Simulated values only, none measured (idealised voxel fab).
Title: Process Module voxel self aligned contacts
150 nm wide, 5 nm square cells: that's cross-section cut.
In this document a cross-section is written as a grid of square cells. It is given as a series of bands, listed from the top down, and a band is one or more rows of cells.
This entry defines a band. It first specifies the height of the band's top and the height of its bottom in nm, and then specifies the band's materials from left to right, stating each material with its width in nm. The word "edge to edge" identifies a single material that fills the band from edge to edge, while the word "empty" identifies empty space.
All heights in this document are referenced to 0, defined as the level beneath which the wafer, as received, consists entirely of one material. The lowest band is not bounded below; it extends indefinitely downward and is written in the form "0 down".
Width: "30..40" (first number = top row, second number = bottom row, same change from row to row of cells).
Where a step carries "changes: none", the cross-section came out of it unchanged, cell for cell.
The list in "Fully closed voids" covers empty spaces of 8 cells or more that cannot reach the top through any open way, and it gives each as width x height at distance; the distance is from the left edge, and width, height and distance are in nm.
Heads up: the bit after the settings on a step's line is the simulator's remark on that step.
Regarding "overlay nm": on a step with a mask, it is the distance the mask lay to the right of its planned place; a negative value places it to the left.

So here's the lineup of process steps we planned
1 RECEIVE [material Si]
2 OXIDIZE [depth nm 5]
3 DIRECTIONAL_DEP [material polySi] [thk nm 20]
4 DIRECTIONAL_DEP [material SiN] [thk nm 20]
5 MASKED_ETCH [tone cover] [mask id GATE] [width nm 35] [pitch nm 80] [etch materials SiN] [depth nm 20] [overlay nm 0]
6 MASKED_ETCH [tone cover] [mask id GATE] [width nm 25] [pitch nm 80] [etch materials polySi] [depth nm 20] [overlay nm 0]
7 CONFORMAL_DEP [material SiN] [thk nm 10]
8 DIRECTIONAL_ETCH [etch materials SiN] [depth nm 10]
9 FILL_DEP [material SiO2] [thk nm 10]
10 CMP [height nm 45]
11 DIRECTIONAL_DEP [material aC] [thk nm 10]
12 PATTERN [tone open] [mask id CONTACT] [material resist] [width nm 65] [thk nm 30] [overlay nm 0]
13 DIRECTIONAL_ETCH [etch materials aC] [depth nm 10]
14 STRIP [etch materials resist]
15 DIRECTIONAL_ETCH [etch materials SiO2] [depth nm 50]
16 STRIP [etch materials aC]
17 CONFORMAL_DEP [material TiN] [thk nm 5]
18 FILL_DEP [material W] [thk nm 10]
19 CMP [height nm 45]
20 CONFORMAL_DEP [material SiN] [thk nm 5]
Heads up: all these wafers start the same, and what changes between them is the width nm in step 6. The value you see in the plan is just what the first wafer got.

As-received cross-section, first of several wafers, post step 1
* 0 down = Si edge to edge
* Fully closed voids: none

Table: wafers, a row each; end-of-module cell change per material since receipt, gain (+), loss (-); then closed voids
width nm 25; -30 Si; +150 SiN; +66 SiO2; +31 TiN; +27 W; +56 polySi; Fully closed voids: none
width nm 30; -30 Si; +150 SiN; +66 SiO2; +31 TiN; +27 W; +56 polySi; Fully closed voids: none
width nm 35; -30 Si; +150 SiN; +66 SiO2; +31 TiN; +27 W; +56 polySi; Fully closed voids: none
width nm 40; -30 Si; +150 SiN; +63 SiO2; +31 TiN; +22 W; +64 polySi; Fully closed voids: none
